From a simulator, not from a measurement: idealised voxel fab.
Name of the process module below: voxel self aligned contacts
Shown is cross-section cut, with a width of 295 nm and square cells of size 5 nm.
Notation: cross-section as square-cell grid; stated in bands, top first, going down; one or more cell rows per band.
Look at the band entry: it leads with the top's height and the bottom's height in nm. Then it lists the materials left to right, with a width in nm for each. The word "throughout" on a single material says that material fills the band edge to edge. The word "air" is empty space.
Beneath 0, the wafer as received is one material, and that level is where height counting begins. The lowest band goes on downward without a bottom; it is written like "0 nm and below".
With a width like "30->40", each row of cells in the band differs from the next by the same amount, the top row carrying the first number and the bottom row the second.
Where a step carries "left unchanged", the cross-section came out of it unchanged, cell for cell.
"Enclosed internal cavities" - sealed voids, min. 8 cells, no opening to top; format: width x height at distance (distance from left edge; nm throughout).
The remark found on a step's line after its settings is issued by the simulator itself and pertains to that step.
Steps that use a mask can have "overlay nm" on their line. It says how far the mask sat to the right of where it was meant to be. Negative means to the left.

**The steps planned for the process are as follows**
step 1: op RECEIVE | material Si
step 2: op OXIDIZE | depth nm 5
step 3: op DIRECTIONAL_DEP | material polySi | thk nm 30
step 4: op DIRECTIONAL_DEP | material SiN | thk nm 20
step 5: op DIRECTIONAL_DEP | material aC | thk nm 10
step 6: op PATTERN | tone cover | mask id GATE | material resist | width nm 15 | pitch nm 50 | thk nm 25 | overlay nm 0
step 7: op DIRECTIONAL_ETCH | etch materials aC | depth nm 10
step 8: op STRIP | etch materials resist
step 9: op DIRECTIONAL_ETCH | etch materials SiN | depth nm 20
step 10: op DIRECTIONAL_ETCH | etch materials polySi | depth nm 30
step 11: op STRIP | etch materials aC
step 12: op CONFORMAL_DEP | material SiN | thk nm 5
step 13: op DIRECTIONAL_ETCH | etch materials SiN | depth nm 5
step 14: op FILL_DEP | material SiO2 | thk nm 15
step 15: op CMP | height nm 60
step 16: op DIRECTIONAL_DEP | material aC | thk nm 15
step 17: op PATTERN | tone open | mask id CONTACT | material resist | width nm 35 | pitch nm 50 | thk nm 30 | overlay nm 0
step 18: op DIRECTIONAL_ETCH | etch materials aC | depth nm 15
step 19: op STRIP | etch materials resist
step 20: op DIRECTIONAL_ETCH | etch materials SiO2 | depth nm 65
step 21: op STRIP | etch materials aC
step 22: op CONFORMAL_DEP | material TiN | thk nm 5
step 23: op FILL_DEP | material Ru | thk nm 5
step 24: op CMP | height nm 60
step 25: op CONFORMAL_DEP | material SiN | thk nm 5
The value of width nm given for step 6 in the plan refers to the first wafer; the wafers vary in this setting and are alike at the start.

**Step 1 complete: as-received cross-section of the first of several wafers**
- 0 nm and below = Si throughout
- Enclosed internal cavities: none

**Note: the following table is arranged by wafer, a row apiece. Each row reports the end-of-module state: per material, cells gained (+) or cells lost (-) compared with the wafer as received; closed voids follow**
width nm 15; +76 Ru; -59 Si; +155 SiN; +479 SiO2; +62 TiN; +54 polySi; Enclosed internal cavities: none
width nm 20; +54 Ru; -59 Si; +167 SiN; +471 SiO2; +62 TiN; +72 polySi; Enclosed internal cavities: none
width nm 25; +32 Ru; -59 Si; +179 SiN; +463 SiO2; +62 TiN; +90 polySi; Enclosed internal cavities: none
width nm 30; +10 Ru; -59 Si; +191 SiN; +455 SiO2; +62 TiN; +108 polySi; Enclosed internal cavities: none
width nm 35; +10 Ru; -59 Si; +203 SiN; +447 SiO2; +40 TiN; +126 polySi; Enclosed internal cavities: none
